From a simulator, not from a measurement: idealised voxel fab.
Process module name: voxel lift off
FYI the section here is cut, 285 nm wide, cells are 5 nm squares.
A cross-section in this document is a grid of square cells, and it is written down as bands, the top band listed before the ones below it; a band is made up of one or more rows of cells.
Read a band's entry like this: the first values are the height of its top and the height of its bottom in nm, and what follows is the sequence of materials from left to right, each with its width in nm. Note that "empty" is empty space, and that a single material marked "everywhere" reaches across the band from edge to edge.
We count height from 0. Below that, the starting wafer is all one material. The lowest band never ends at the bottom but goes on down; see "0 and below" for how that is written.
The expression "30->40" gives the width at the extremes of the band, the first number at its top row of cells and the second at its bottom row, with the width changing by equal amounts from each row to the next in between.
You'll sometimes find "no modification" written for a step, and that's the way of saying that nowhere in the cross-section did a cell change during that step.
Any empty space of 8 cells or more lacking an open way to the top shows up in "Enclosed voids" as width x height at distance, distance from the left edge, in nm.
Note: text after step settings on the step line = simulator remark on that step.
overlay nm, on a step with a mask: how far to the right of its planned place the mask lay; to the left if negative

PLANNED STEP LIST FOR THE PROCESS
1,RECEIVE [material Si]
2,CONFORMAL_DEP [material Al2O3] [thk nm 5]
3,PATTERN [tone open] [mask id LINES] [material resist] [width nm 15] [pitch nm 40] [thk nm 25] [overlay nm 0]
4,DIRECTIONAL_DEP [material Ru] [thk nm 15]
5,STRIP [etch materials resist]
6,CONFORMAL_DEP [material SiN] [thk nm 5]

DELIVERED WAFER IN CROSS-SECTION: STATE AFTER STEP 1
* 0 and below: Si everywhere
* Enclosed voids: none

POST-MODULE CROSS-SECTION: IDENTICAL START AND PLAN TO THOSE ABOVE, ONE MISSTEP IN EXECUTION
* 25 down to 20: SiN=80, empty=5, SiN=35, empty=5, SiN=35, empty=5, SiN=35, empty=5, SiN=80
* 20 down to 10: Ru=75, SiN=5, empty=5, SiN=5, Ru=25, SiN=5, empty=5, SiN=5, Ru=25, SiN=5, empty=5, SiN=5, Ru=25, SiN=5, empty=5, SiN=5, Ru=75
* 10 down to 5: Ru=75, SiN=15, Ru=25, SiN=15, Ru=25, SiN=15, Ru=25, SiN=15, Ru=75
* 5 down to 0: Al2O3 everywhere
* 0 and below: Si everywhere
* Enclosed voids: none
Against the plan, the run slipped here: step 3 off recipe, ran as PATTERN [tone cover] [mask id LINES] [material resist] [width nm 15] [pitch nm 40] [thk nm 25] [overlay nm 0]
